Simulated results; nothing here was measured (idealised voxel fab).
Process module under the name voxel wiring stack
Section cut is 170 nm wide and gridded with 5 nm square cells.
Cross-section format: a grid of square cells, given as bands from top to bottom; each band is one or more rows of cells.
Heights first: top, then bottom, in nm. Then materials, left to right, each with a width in nm. "throughout" on a single material: fills the band edge to edge. "blank": empty space.
Measure heights from 0. That's the level where, below it, the as-received wafer is all one material. The lowest band is bottomless and extends downward; write it as in "0 -> down".
A two-number width, for instance "30->40", indicates that the width is equal to the first number in the top row of the band and to the second number in the bottom row, and that it changes by a constant amount per row of cells.
What does "no change occurred" mean for a step? It means no cell of the cross-section changed in that step.
Enclosed voids (no open way to top), threshold 8 cells or more, entry "Entrapped void list", notation width x height at distance, distance from left edge, nm.
after a step's settings: what the simulator itself notes on the step
overlay nm: mask right of planned place by this much (step with mask). Neg. = left.
PROCESS STEPS FORESEEN IN THE PLAN
1,RECEIVE | material Si
2,CONFORMAL_DEP | material SiO2 | thk nm 10
3,DIRECTIONAL_DEP | material TiN | thk nm 5
4,DIRECTIONAL_DEP | material Ru | thk nm 25
5,DIRECTIONAL_DEP | material aC | thk nm 10
6,PATTERN | tone cover | mask id METAL_1 | material resist | width nm 20 | pitch nm 35 | thk nm 30 | overlay nm 0
7,DIRECTIONAL_ETCH | etch materials aC | depth nm 10
8,STRIP | etch materials resist
9,DIRECTIONAL_ETCH | etch materials Ru | depth nm 25
10,DIRECTIONAL_ETCH | etch materials TiN | depth nm 5
11,STRIP | etch materials aC
12,CONFORMAL_DEP | material SiN | thk nm 5
13,FILL_DEP | material lowk | thk nm 10
14,CMP | height nm 40
15,CONFORMAL_DEP | material SiCN | thk nm 5
16,DIRECTIONAL_DEP | material lowk | thk nm 25
17,DIRECTIONAL_DEP | material aC | thk nm 15
18,PATTERN | tone open | mask id METAL_2 | material resist | width nm 20 | pitch nm 35 | thk nm 30 | overlay nm 0
19,DIRECTIONAL_ETCH | etch materials aC | depth nm 15
20,STRIP | etch materials resist
21,DIRECTIONAL_ETCH | etch materials lowk | depth nm 15
22,STRIP | etch materials aC
23,DIRECTIONAL_DEP | material aC | thk nm 10
24,PATTERN | tone open | mask id METAL_2_HOLES | material resist | width nm 15 | pitch nm 35 | thk nm 25 | overlay nm 0
25,DIRECTIONAL_ETCH | etch materials aC | depth nm 10
26,STRIP | etch materials resist
27,DIRECTIONAL_ETCH | etch materials lowk | depth nm 10
28,DIRECTIONAL_ETCH | etch materials SiCN | depth nm 5
29,STRIP | etch materials aC
30,CONFORMAL_DEP | material TiN | thk nm 5
31,FILL_DEP | material Ru | thk nm 5
32,CMP | height nm 70
33,CONFORMAL_DEP | material SiCN | thk nm 5
AS-RECEIVED WAFER CROSS-SECTION (AFTER STEP 1)
0 -> down | Si throughout
Entrapped void list: none
HERE'S THE WAFER CUT IN CROSS-SECTION AFTER THE MODULE, STARTED AND PLANNED JUST LIKE ABOVE, EXCEPT ONE THING WAS DONE WRONG IN THE RUN
75 -> 70 | SiCN throughout
70 -> 60 | 50->35 of Ru, 5->20 of TiN, 5 of lowk, 5 of TiN, 20->5 of Ru, 5->20 of TiN, 5 of lowk, 5 of TiN, 20->5 of Ru, 5->20 of TiN, 5 of lowk, 5 of TiN, 35 of Ru
60 -> 55 | 40 of TiN, 20 of lowk, 15 of TiN, 20 of lowk, 15 of TiN, 20 of lowk, 40 of TiN
55 -> 45 | lowk throughout
45 -> 40 | SiCN throughout
40 -> 15 | 35 of lowk, 5 of SiN, 20 of Ru, 5 of SiN, 5 of lowk, 5 of SiN, 20 of Ru, 5 of SiN, 5 of lowk, 5 of SiN, 20 of Ru, 5 of SiN, 35 of lowk
15 -> 10 | 40 of SiN, 20 of TiN, 15 of SiN, 20 of TiN, 15 of SiN, 20 of TiN, 40 of SiN
10 -> 0 | SiO2 throughout
0 -> down | Si throughout
Entrapped void list: none
what went wrong: step 18 did not happen as planned, as run it was PATTERN | tone cover | mask id METAL_2 | material resist | width nm 20 | pitch nm 35 | thk nm 30 | overlay nm 0
